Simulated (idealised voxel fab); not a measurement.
A process module follows: voxel wiring stack.
Square cells of 5 nm make up the cross-section cut, whose width is 205 nm.
In this document a cross-section is written as a grid of square cells. It is given as a series of bands, listed from the top down, and a band is one or more rows of cells.
Per band: top height and bottom height in nm, followed by the left-to-right materials and their widths in nm; "full width" marks a single material spanning edge to edge, "air" marks empty space.
Heights are reckoned from 0. Under this level, the received wafer is all of one material. The bottommost band is open-ended downward, for example "0 -> down".
A width given as "30..40" starts at the first number in the band's top row and ends at the second number in its bottom row, shifting by an equal amount at every step from row to row.
Step note "nothing altered" = no cross-section cell changed.
The entry "Tabulated closed voids" lists the empty spaces that cover at least 8 cells and have no open path to the top. Each is written as width x height at distance, where the distance is measured from the left edge and all three values are in nm.
after a step's settings: what the simulator itself notes on the step
overlay nm: where the mask lay relative to plan, measured to the right, on steps with a mask; negatives go left.

## Planned step list for the process
1 RECEIVE [material Si]
2 CONFORMAL_DEP [material SiO2] [thk nm 10]
3 DIRECTIONAL_DEP [material TiN] [thk nm 5]
4 DIRECTIONAL_DEP [material Ru] [thk nm 15]
5 MASKED_ETCH [tone cover] [mask id METAL_1] [width nm 25] [pitch nm 45] [etch materials Ru] [depth nm 15] [overlay nm 0]
6 MASKED_ETCH [tone cover] [mask id METAL_1] [width nm 25] [pitch nm 45] [etch materials TiN] [depth nm 5] [overlay nm 0]
7 FILL_DEP [material lowk] [thk nm 5]
8 CMP [height nm 30]
9 CONFORMAL_DEP [material SiCN] [thk nm 5]
10 DIRECTIONAL_DEP [material lowk] [thk nm 35]
11 DIRECTIONAL_DEP [material aC] [thk nm 15]
12 PATTERN [tone open] [mask id METAL_2_HOLES] [material resist] [width nm 15] [pitch nm 45] [thk nm 30] [overlay nm 0]
13 DIRECTIONAL_ETCH [etch materials aC] [depth nm 15]
14 STRIP [etch materials resist]
15 DIRECTIONAL_ETCH [etch materials lowk] [depth nm 35]
16 STRIP [etch materials aC]
17 PATTERN [tone open] [mask id METAL_2] [material resist] [width nm 25] [pitch nm 45] [thk nm 20] [overlay nm 0]
18 DIRECTIONAL_ETCH [etch materials lowk] [depth nm 20]
19 DIRECTIONAL_ETCH [etch materials SiCN] [depth nm 5]
20 STRIP [etch materials resist]
21 CONFORMAL_DEP [material TiN] [thk nm 5]
22 FILL_DEP [material Cu] [thk nm 5]
23 CMP [height nm 70]
24 CONFORMAL_DEP [material SiCN] [thk nm 5]
25 DIRECTIONAL_DEP [material lowk] [thk nm 20]
26 PATTERN [tone open] [mask id PLUG_2] [material resist] [width nm 15] [pitch nm 90] [thk nm 15] [overlay nm 0]
27 DIRECTIONAL_ETCH [etch materials lowk] [depth nm 20]
28 DIRECTIONAL_ETCH [etch materials SiCN] [depth nm 5]
29 STRIP [etch materials resist]
30 CONFORMAL_DEP [material TiN] [thk nm 5]
31 FILL_DEP [material W] [thk nm 10]
32 CMP [height nm 95]
33 DIRECTIONAL_DEP [material TiN] [thk nm 5]
34 DIRECTIONAL_DEP [material W] [thk nm 15]
35 MASKED_ETCH [tone cover] [mask id METAL_3] [width nm 25] [pitch nm 45] [etch materials W] [depth nm 15] [overlay nm 0]
36 MASKED_ETCH [tone cover] [mask id METAL_3] [width nm 25] [pitch nm 45] [etch materials TiN] [depth nm 5] [overlay nm 0]
37 CONFORMAL_DEP [material SiN] [thk nm 5]
38 FILL_DEP [material SiO2] [thk nm 5]
39 CMP [height nm 115]
40 CONFORMAL_DEP [material SiCN] [thk nm 5]

## First of two wafers - as planned

## Cross-sectional view of the wafer in its as-received condition, corresponding to the state after step 1
    0 -> down: Si full width
    Tabulated closed voids: none

## Upon completion of step 2, the wafer appears in cross-section as shown
    10 -> 0: SiO2 full width
    Anything lower than 0 is untouched.

## Upon completion of step 3, the wafer appears in cross-section as shown
    15 -> 10: TiN full width
    Anything lower than 10 is untouched.

## Upon completion of step 4, the wafer appears in cross-section as shown
    30 -> 15: Ru full width
    Anything lower than 15 is untouched.

## Upon completion of step 5, the wafer appears in cross-section as shown
    30 -> 15: air 20 nm, Ru 25 nm, air 20 nm, Ru 25 nm, air 20 nm, Ru 25 nm, air 20 nm, Ru 25 nm, air 25 nm
    Anything lower than 15 is untouched.

## Upon completion of step 6, the wafer appears in cross-section as shown
    30 -> 15: air 20 nm, Ru 25 nm, air 20 nm, Ru 25 nm, air 20 nm, Ru 25 nm, air 20 nm, Ru 25 nm, air 25 nm
    15 -> 10: air 20 nm, TiN 25 nm, air 20 nm, TiN 25 nm, air 20 nm, TiN 25 nm, air 20 nm, TiN 25 nm, air 25 nm
    Anything lower than 10 is untouched.

## Upon completion of step 7, the wafer appears in cross-section as shown
    35 -> 30: lowk full width
    30 -> 15: lowk 20 nm, Ru 25 nm, lowk 20 nm, Ru 25 nm, lowk 20 nm, Ru 25 nm, lowk 20 nm, Ru 25 nm, lowk 25 nm
    15 -> 10: lowk 20 nm, TiN 25 nm, lowk 20 nm, TiN 25 nm, lowk 20 nm, TiN 25 nm, lowk 20 nm, TiN 25 nm, lowk 25 nm
    Anything lower than 10 is untouched.

## Upon completion of step 8, the wafer appears in cross-section as shown
    30 -> 15: lowk 20 nm, Ru 25 nm, lowk 20 nm, Ru 25 nm, lowk 20 nm, Ru 25 nm, lowk 20 nm, Ru 25 nm, lowk 25 nm
    Anything lower than 15 is untouched.

## Upon completion of step 9, the wafer appears in cross-section as shown
    35 -> 30: SiCN full width
    Anything lower than 30 is untouched.

## Upon completion of step 10, the wafer appears in cross-section as shown
    70 -> 35: lowk full width
    Anything lower than 35 is untouched.

## Upon completion of step 11, the wafer appears in cross-section as shown
    85 -> 70: aC full width
    Anything lower than 70 is untouched.

## Upon completion of step 12, the wafer appears in cross-section as shown
    115 -> 85: resist 20 nm, air 15 nm, resist 30 nm, air 15 nm, resist 30 nm, air 15 nm, resist 30 nm, air 15 nm, resist 35 nm
    Anything lower than 85 is untouched.

## Upon completion of step 13, the wafer appears in cross-section as shown
    100 -> 85: resist 20 nm, air 15 nm, resist 30 nm, air 15 nm, resist 30 nm, air 15 nm, resist 30 nm, air 15 nm, resist 35 nm
    85 -> 70: aC 20 nm, air 15 nm, aC 30 nm, air 15 nm, aC 30 nm, air 15 nm, aC 30 nm, air 15 nm, aC 35 nm
    Anything lower than 70 is untouched.

## Upon completion of step 14, the wafer appears in cross-section as shown
    85 -> 70: aC 20 nm, air 15 nm, aC 30 nm, air 15 nm, aC 30 nm, air 15 nm, aC 30 nm, air 15 nm, aC 35 nm
    Anything lower than 70 is untouched.

## Upon completion of step 15, the wafer appears in cross-section as shown
    85 -> 70: aC 20 nm, air 15 nm, aC 30 nm, air 15 nm, aC 30 nm, air 15 nm, aC 30 nm, air 15 nm, aC 35 nm
    70 -> 35: lowk 20 nm, air 15 nm, lowk 30 nm, air 15 nm, lowk 30 nm, air 15 nm, lowk 30 nm, air 15 nm, lowk 35 nm
    Anything lower than 35 is untouched.

## Upon completion of step 16, the wafer appears in cross-section as shown
    70 -> 35: lowk 20 nm, air 15 nm, lowk 30 nm, air 15 nm, lowk 30 nm, air 15 nm, lowk 30 nm, air 15 nm, lowk 35 nm
    Anything lower than 35 is untouched.

## Upon completion of step 17, the wafer appears in cross-section as shown
    90 -> 70: resist 20 nm, air 25 nm, resist 20 nm, air 25 nm, resist 20 nm, air 25 nm, resist 20 nm, air 25 nm, resist 25 nm
    Anything lower than 70 is untouched.

## Upon completion of step 18, the wafer appears in cross-section as shown
    90 -> 70: resist 20 nm, air 25 nm, resist 20 nm, air 25 nm, resist 20 nm, air 25 nm, resist 20 nm, air 25 nm, resist 25 nm
    70 -> 50: lowk 20 nm, air 25 nm, lowk 20 nm, air 25 nm, lowk 20 nm, air 25 nm, lowk 20 nm, air 25 nm, lowk 25 nm
    Anything lower than 50 is untouched.

## Upon completion of step 19, the wafer appears in cross-section as shown
    90 -> 70: resist 20 nm, air 25 nm, resist 20 nm, air 25 nm, resist 20 nm, air 25 nm, resist 20 nm, air 25 nm, resist 25 nm
    70 -> 50: lowk 20 nm, air 25 nm, lowk 20 nm, air 25 nm, lowk 20 nm, air 25 nm, lowk 20 nm, air 25 nm, lowk 25 nm
    50 -> 35: lowk 20 nm, air 15 nm, lowk 30 nm, air 15 nm, lowk 30 nm, air 15 nm, lowk 30 nm, air 15 nm, lowk 35 nm
    35 -> 30: SiCN 20 nm, air 15 nm, SiCN 30 nm, air 15 nm, SiCN 30 nm, air 15 nm, SiCN 30 nm, air 15 nm, SiCN 35 nm
    Anything lower than 30 is untouched.

## Upon completion of step 20, the wafer appears in cross-section as shown
    70 -> 50: lowk 20 nm, air 25 nm, lowk 20 nm, air 25 nm, lowk 20 nm, air 25 nm, lowk 20 nm, air 25 nm, lowk 25 nm
    Anything lower than 50 is untouched.

## Upon completion of step 21, the wafer appears in cross-section as shown
    75 -> 70: TiN 25 nm, air 15 nm, TiN 30 nm, air 15 nm, TiN 30 nm, air 15 nm, TiN 30 nm, air 15 nm, TiN 30 nm
    70 -> 55: lowk 20 nm, TiN 5 nm, air 15 nm, TiN 5 nm, lowk 20 nm, TiN 5 nm, air 15 nm, TiN 5 nm, lowk 20 nm, TiN 5 nm, air 15 nm, TiN 5 nm, lowk 20 nm, TiN 5 nm, air 15 nm, TiN 5 nm, lowk 25 nm
    55 -> 50: lowk 20 nm, TiN 5 nm, air 5 nm, TiN 15 nm, lowk 20 nm, TiN 5 nm, air 5 nm, TiN 15 nm, lowk 20 nm, TiN 5 nm, air 5 nm, TiN 15 nm, lowk 20 nm, TiN 5 nm, air 5 nm, TiN 15 nm, lowk 25 nm
    50 -> 35: lowk 20 nm, TiN 5 nm, air 5 nm, TiN 5 nm, lowk 30 nm, TiN 5 nm, air 5 nm, TiN 5 nm, lowk 30 nm, TiN 5 nm, air 5 nm, TiN 5 nm, lowk 30 nm, TiN 5 nm, air 5 nm, TiN 5 nm, lowk 35 nm
    35 -> 30: SiCN 20 nm, TiN 15 nm, SiCN 30 nm, TiN 15 nm, SiCN 30 nm, TiN 15 nm, SiCN 30 nm, TiN 15 nm, SiCN 35 nm
    Anything lower than 30 is untouched.

## Upon completion of step 22, the wafer appears in cross-section as shown
    80 -> 75: Cu full width
    75 -> 70: TiN 25 nm, Cu 15 nm, TiN 30 nm, Cu 15 nm, TiN 30 nm, Cu 15 nm, TiN 30 nm, Cu 15 nm, TiN 30 nm
    70 -> 55: lowk 20 nm, TiN 5 nm, Cu 15 nm, TiN 5 nm, lowk 20 nm, TiN 5 nm, Cu 15 nm, TiN 5 nm, lowk 20 nm, TiN 5 nm, Cu 15 nm, TiN 5 nm, lowk 20 nm, TiN 5 nm, Cu 15 nm, TiN 5 nm, lowk 25 nm
    55 -> 50: lowk 20 nm, TiN 5 nm, Cu 5 nm, TiN 15 nm, lowk 20 nm, TiN 5 nm, Cu 5 nm, TiN 15 nm, lowk 20 nm, TiN 5 nm, Cu 5 nm, TiN 15 nm, lowk 20 nm, TiN 5 nm, Cu 5 nm, TiN 15 nm, lowk 25 nm
    50 -> 35: lowk 20 nm, TiN 5 nm, Cu 5 nm, TiN 5 nm, lowk 30 nm, TiN 5 nm, Cu 5 nm, TiN 5 nm, lowk 30 nm, TiN 5 nm, Cu 5 nm, TiN 5 nm, lowk 30 nm, TiN 5 nm, Cu 5 nm, TiN 5 nm, lowk 35 nm
    Anything lower than 35 is untouched.

## Upon completion of step 23, the wafer appears in cross-section as shown
    70 -> 55: lowk 20 nm, TiN 5 nm, Cu 15 nm, TiN 5 nm, lowk 20 nm, TiN 5 nm, Cu 15 nm, TiN 5 nm, lowk 20 nm, TiN 5 nm, Cu 15 nm, TiN 5 nm, lowk 20 nm, TiN 5 nm, Cu 15 nm, TiN 5 nm, lowk 25 nm
    Anything lower than 55 is untouched.

## Upon completion of step 24, the wafer appears in cross-section as shown
    75 -> 70: SiCN full width
    Anything lower than 70 is untouched.

## Upon completion of step 25, the wafer appears in cross-section as shown
    95 -> 75: lowk full width
    Anything lower than 75 is untouched.

## Upon completion of step 26, the wafer appears in cross-section as shown
    110 -> 95: resist 20 nm, air 15 nm, resist 75 nm, air 15 nm, resist 80 nm
    Anything lower than 95 is untouched.

## Upon completion of step 27, the wafer appears in cross-section as shown
    110 -> 95: resist 20 nm, air 15 nm, resist 75 nm, air 15 nm, resist 80 nm
    95 -> 75: lowk 20 nm, air 15 nm, lowk 75 nm, air 15 nm, lowk 80 nm
    Anything lower than 75 is untouched.

## Upon completion of step 28, the wafer appears in cross-section as shown
    110 -> 95: resist 20 nm, air 15 nm, resist 75 nm, air 15 nm, resist 80 nm
    95 -> 75: lowk 20 nm, air 15 nm, lowk 75 nm, air 15 nm, lowk 80 nm
    75 -> 70: SiCN 20 nm, air 15 nm, SiCN 75 nm, air 15 nm, SiCN 80 nm
    Anything lower than 70 is untouched.

## Upon completion of step 29, the wafer appears in cross-section as shown
    95 -> 75: lowk 20 nm, air 15 nm, lowk 75 nm, air 15 nm, lowk 80 nm
    Anything lower than 75 is untouched.

## Upon completion of step 30, the wafer appears in cross-section as shown
    100 -> 95: TiN 25 nm, air 5 nm, TiN 85 nm, air 5 nm, TiN 85 nm
    95 -> 75: lowk 20 nm, TiN 5 nm, air 5 nm, TiN 5 nm, lowk 75 nm, TiN 5 nm, air 5 nm, TiN 5 nm, lowk 80 nm
    75 -> 70: SiCN 20 nm, TiN 15 nm, SiCN 75 nm, TiN 15 nm, SiCN 80 nm
    Anything lower than 70 is untouched.

## Upon completion of step 31, the wafer appears in cross-section as shown
    110 -> 100: W full width
    100 -> 95: TiN 25 nm, W 5 nm, TiN 85 nm, W 5 nm, TiN 85 nm
    95 -> 75: lowk 20 nm, TiN 5 nm, W 5 nm, TiN 5 nm, lowk 75 nm, TiN 5 nm, W 5 nm, TiN 5 nm, lowk 80 nm
    Anything lower than 75 is untouched.

## Upon completion of step 32, the wafer appears in cross-section as shown
    95 -> 75: lowk 20 nm, TiN 5 nm, W 5 nm, TiN 5 nm, lowk 75 nm, TiN 5 nm, W 5 nm, TiN 5 nm, lowk 80 nm
    Anything lower than 75 is untouched.

## Upon completion of step 33, the wafer appears in cross-section as shown
    100 -> 95: TiN full width
    Anything lower than 95 is untouched.

## Upon completion of step 34, the wafer appears in cross-section as shown
    115 -> 100: W full width
    Anything lower than 100 is untouched.

## Upon completion of step 35, the wafer appears in cross-section as shown
    115 -> 100: air 20 nm, W 25 nm, air 20 nm, W 25 nm, air 20 nm, W 25 nm, air 20 nm, W 25 nm, air 25 nm
    Anything lower than 100 is untouched.

## Upon completion of step 36, the wafer appears in cross-section as shown
    115 -> 100: air 20 nm, W 25 nm, air 20 nm, W 25 nm, air 20 nm, W 25 nm, air 20 nm, W 25 nm, air 25 nm
    100 -> 95: air 20 nm, TiN 25 nm, air 20 nm, TiN 25 nm, air 20 nm, TiN 25 nm, air 20 nm, TiN 25 nm, air 25 nm
    Anything lower than 95 is untouched.

## Upon completion of step 37, the wafer appears in cross-section as shown
    120 -> 115: air 15 nm, SiN 35 nm, air 10 nm, SiN 35 nm, air 10 nm, SiN 35 nm, air 10 nm, SiN 35 nm, air 20 nm
    115 -> 100: air 15 nm, SiN 5 nm, W 25 nm, SiN 5 nm, air 10 nm, SiN 5 nm, W 25 nm, SiN 5 nm, air 10 nm, SiN 5 nm, W 25 nm, SiN 5 nm, air 10 nm, SiN 5 nm, W 25 nm, SiN 5 nm, air 20 nm
    100 -> 95: SiN 20 nm, TiN 25 nm, SiN 20 nm, TiN 25 nm, SiN 20 nm, TiN 25 nm, SiN 20 nm, TiN 25 nm, SiN 25 nm
    Anything lower than 95 is untouched.

## Upon completion of step 38, the wafer appears in cross-section as shown
    125 -> 120: SiO2 full width
    120 -> 115: SiO2 15 nm, SiN 35 nm, SiO2 10 nm, SiN 35 nm, SiO2 10 nm, SiN 35 nm, SiO2 10 nm, SiN 35 nm, SiO2 20 nm
    115 -> 100: SiO2 15 nm, SiN 5 nm, W 25 nm, SiN 5 nm, SiO2 10 nm, SiN 5 nm, W 25 nm, SiN 5 nm, SiO2 10 nm, SiN 5 nm, W 25 nm, SiN 5 nm, SiO2 10 nm, SiN 5 nm, W 25 nm, SiN 5 nm, SiO2 20 nm
    Anything lower than 100 is untouched.

## Upon completion of step 39, the wafer appears in cross-section as shown
    115 -> 100: SiO2 15 nm, SiN 5 nm, W 25 nm, SiN 5 nm, SiO2 10 nm, SiN 5 nm, W 25 nm, SiN 5 nm, SiO2 10 nm, SiN 5 nm, W 25 nm, SiN 5 nm, SiO2 10 nm, SiN 5 nm, W 25 nm, SiN 5 nm, SiO2 20 nm
    Anything lower than 100 is untouched.

## Upon completion of step 40, the wafer appears in cross-section as shown
    120 -> 115: SiCN full width
    Anything lower than 115 is untouched.

## second wafer: like start, like plan, one mistake. Through step 39 it matches the first wafer

## Cross-section, second wafer, at the end time the plan gives for step 40
    120 -> 115: SiO2 full width
    Anything lower than 115 is untouched.
Short version of what went wrong: off-plan run, step 40, actual operation and settings CONFORMAL_DEP [material SiO2] [thk nm 5]
Once processing is complete, comparing cell counts shows that the second wafer has more or fewer of certain materials than the first: -41 SiCN; +41 SiO2
